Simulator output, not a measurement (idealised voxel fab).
process module | voxel fin reveal
cross-section cut | 290 nm wide | cells 5 nm
A cross-section is a grid of square cells, given in bands from the top down. A band is one or more rows of cells.
Each band's line starts with the height of the band's top and of its bottom, in nm. Then come its materials from left to right, each with its width in nm. One material with "throughout" fills the band from edge to edge. "air" is empty space.
Height 0 is the level under which the wafer as received is all one material. The lowest band goes on downwards, as in "0 down".
A width such as "30 to 40" changes by the same amount from each row of cells to the next, from the band's top row to its bottom row.
"no change" after a step means that no cell of the cross-section changed.
closed voids: empty space of 8 cells or more with no open way to the top, each as width x height at its distance from the left edge, in nm
after a step's settings: what the simulator itself notes on the step
overlay nm, on a step with a mask: how far to the right of its planned place the mask lay; to the left if negative
plan
1 op RECEIVE | material Si
2 op CONFORMAL_DEP | material SiN | thk nm 5
3 op DIRECTIONAL_DEP | material aC | thk nm 15
4 op PATTERN | tone cover | mask id FINS | material resist | width nm 15 | pitch nm 35 | thk nm 30 | overlay nm 0
5 op DIRECTIONAL_ETCH | etch materials aC | depth nm 15
6 op STRIP | etch materials resist
7 op DIRECTIONAL_ETCH | etch materials SiN | depth nm 5
8 op DIRECTIONAL_ETCH | etch materials Si | depth nm 35
9 op STRIP | etch materials aC
10 op OXIDIZE | depth nm 5
11 op FILL_DEP | material SiO2 | thk nm 15
12 op CMP | height nm 5
13 op SELECTIVE_ETCH | etch materials SiO2 | depth nm 25
14 op STRIP | etch materials SiN
15 op CONFORMAL_DEP | material SiO2 | thk nm 5
first wafer, as planned
as received, after step 1
  0 down: Si throughout
  closed voids: none
after step 2
  5 to 0: SiN throughout
  below 0: unchanged
after step 3
  20 to 5: aC throughout
  below 5: unchanged
after step 4
  50 to 20: air 85 | resist 15 | air 20 | resist 15 | air 20 | resist 15 | air 20 | resist 15 | air 85
  below 20: unchanged
after step 5
  35 to 20: air 85 | resist 15 | air 20 | resist 15 | air 20 | resist 15 | air 20 | resist 15 | air 85
  20 to 5: air 85 | aC 15 | air 20 | aC 15 | air 20 | aC 15 | air 20 | aC 15 | air 85
  below 5: unchanged
after step 6
  20 to 5: air 85 | aC 15 | air 20 | aC 15 | air 20 | aC 15 | air 20 | aC 15 | air 85
  below 5: unchanged
after step 7
  20 to 5: air 85 | aC 15 | air 20 | aC 15 | air 20 | aC 15 | air 20 | aC 15 | air 85
  5 to 0: air 85 | SiN 15 | air 20 | SiN 15 | air 20 | SiN 15 | air 20 | SiN 15 | air 85
  below 0: unchanged
after step 8
  20 to 5: air 85 | aC 15 | air 20 | aC 15 | air 20 | aC 15 | air 20 | aC 15 | air 85
  5 to 0: air 85 | SiN 15 | air 20 | SiN 15 | air 20 | SiN 15 | air 20 | SiN 15 | air 85
  0 to -35: air 85 | Si 15 | air 20 | Si 15 | air 20 | Si 15 | air 20 | Si 15 | air 85
  below -35: unchanged
after step 9
  5 to 0: air 85 | SiN 15 | air 20 | SiN 15 | air 20 | SiN 15 | air 20 | SiN 15 | air 85
  below 0: unchanged
after step 10
  5 to 0: air 85 | SiN 15 | air 20 | SiN 15 | air 20 | SiN 15 | air 20 | SiN 15 | air 85
  0 to -35: air 85 | SiO2 5 | Si 5 | SiO2 5 | air 20 | SiO2 5 | Si 5 | SiO2 5 | air 20 | SiO2 5 | Si 5 | SiO2 5 | air 20 | SiO2 5 | Si 5 | SiO2 5 | air 85
  -35 to -40: SiO2 90 | Si 5 | SiO2 30 | Si 5 | SiO2 30 | Si 5 | SiO2 30 | Si 5 | SiO2 90
  below -40: unchanged
after step 11
  20 to 5: SiO2 throughout
  5 to 0: SiO2 85 | SiN 15 | SiO2 20 | SiN 15 | SiO2 20 | SiN 15 | SiO2 20 | SiN 15 | SiO2 85
  0 to -40: SiO2 90 | Si 5 | SiO2 30 | Si 5 | SiO2 30 | Si 5 | SiO2 30 | Si 5 | SiO2 90
  below -40: unchanged
after step 12
  5 to 0: SiO2 85 | SiN 15 | SiO2 20 | SiN 15 | SiO2 20 | SiN 15 | SiO2 20 | SiN 15 | SiO2 85
  below 0: unchanged
after step 13
  5 to 0: air 85 | SiN 15 | air 20 | SiN 15 | air 20 | SiN 15 | air 20 | SiN 15 | air 85
  0 to -20: air 90 | Si 5 | air 30 | Si 5 | air 30 | Si 5 | air 30 | Si 5 | air 90
  below -20: unchanged
after step 14
  0 to -20: air 90 | Si 5 | air 30 | Si 5 | air 30 | Si 5 | air 30 | Si 5 | air 90
  below -20: unchanged
after step 15
  5 to 0: air 85 | SiO2 15 | air 20 | SiO2 15 | air 20 | SiO2 15 | air 20 | SiO2 15 | air 85
  0 to -15: air 85 | SiO2 5 | Si 5 | SiO2 5 | air 20 | SiO2 5 | Si 5 | SiO2 5 | air 20 | SiO2 5 | Si 5 | SiO2 5 | air 20 | SiO2 5 | Si 5 | SiO2 5 | air 85
  -15 to -40: SiO2 90 | Si 5 | SiO2 30 | Si 5 | SiO2 30 | Si 5 | SiO2 30 | Si 5 | SiO2 90
  below -40: unchanged
second wafer: like start, like plan, one mistake. Through step 14 it matches the first wafer
when step 15 should have ended
  5 to 0: air 85 | SiN 15 | air 20 | SiN 15 | air 20 | SiN 15 | air 20 | SiN 15 | air 85
  0 to -15: air 85 | SiN 5 | Si 5 | SiN 5 | air 20 | SiN 5 | Si 5 | SiN 5 | air 20 | SiN 5 | Si 5 | SiN 5 | air 20 | SiN 5 | Si 5 | SiN 5 | air 85
  -15 to -20: SiN 90 | Si 5 | SiN 30 | Si 5 | SiN 30 | Si 5 | SiN 30 | Si 5 | SiN 90
  below -20: unchanged
what went wrong: step 15 ran as: op CONFORMAL_DEP | material SiN | thk nm 5
at the end the second wafer has, in cells: 90 more of SiN | 90 fewer of SiO2
